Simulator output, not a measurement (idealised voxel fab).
voxel tone inversion: a process module
Shown is cross-section cut, with a width of 250 nm and square cells of size 5 nm.
Cross-section layout: square cells on a grid; listed as bands, top to bottom; a band spans one or more cell rows.
Look at the band entry: it leads with the top's height and the bottom's height in nm. Then it lists the materials left to right, with a width in nm for each. The word "edge to edge" on a single material says that material fills the band edge to edge. The word "empty" is empty space.
Heights are expressed relative to 0, this being the level below which the as-received wafer comprises one material exclusively. The lowest band is unbounded in the downward direction and is denoted as in "0..down".
Per-row width for "30->40": begins at first number (top row of band), ends at second number (bottom row), increment between rows held constant.
The designation "remains unaltered", where it is given for a processing step, indicates that no cell of the cross-section was altered in the course of that step.
Closed-off voids of 8+ cells (no open route to the top) go in "Catalogued sealed voids", written width x height at distance from the left edge, in nm.
Whatever follows a step's settings on its line is a remark the simulator itself makes about that step.
overlay nm: where the mask lay relative to plan, measured to the right, on steps with a mask; negatives go left.

## These are the steps we planned for the process
1 RECEIVE | material Si
2 CONFORMAL_DEP | material SiN | thk nm 5
3 DIRECTIONAL_DEP | material aC | thk nm 20
4 PATTERN | tone cover | mask id POSTS | material resist | width nm 20 | pitch nm 45 | thk nm 30 | overlay nm 0
5 DIRECTIONAL_ETCH | etch materials aC | depth nm 20
6 STRIP | etch materials resist
7 FILL_DEP | material SiO2 | thk nm 5
8 CMP | height nm 25
9 STRIP | etch materials aC
10 CONFORMAL_DEP | material TiN | thk nm 5
11 FILL_DEP | material W | thk nm 5
12 CMP | height nm 25
13 CONFORMAL_DEP | material SiCN | thk nm 5

## As-received wafer cross-section (after step 1)
  0..down  Si edge to edge
  Catalogued sealed voids: none

## First of two wafers, end-of-module section, run followed plan
  30..25  SiCN edge to edge
  25..10  SiO2 (90); TiN (5); W (10); TiN (5); SiO2 (25); TiN (5); W (10); TiN (5); SiO2 (95)
  10..5  SiO2 (90); TiN (20); SiO2 (25); TiN (20); SiO2 (95)
  5..0  SiN edge to edge
  0..down  Si edge to edge
  Catalogued sealed voids: none

## Cross-sectional image of the second wafer of the two following completion of the module. Starting state and process plan were the same as for the first wafer; one execution error occurred
  30..25  SiCN edge to edge
  25..20  SiN edge to edge
  20..0  aC edge to edge
  0..down  Si edge to edge
  Catalogued sealed voids: none
Deviation from plan: note: step 2 <-> step 3, run order reversed vs plan
Cell-count delta at end, second wafer over first, by material: SiO2 -168 | TiN -20 | W -12 | aC +200
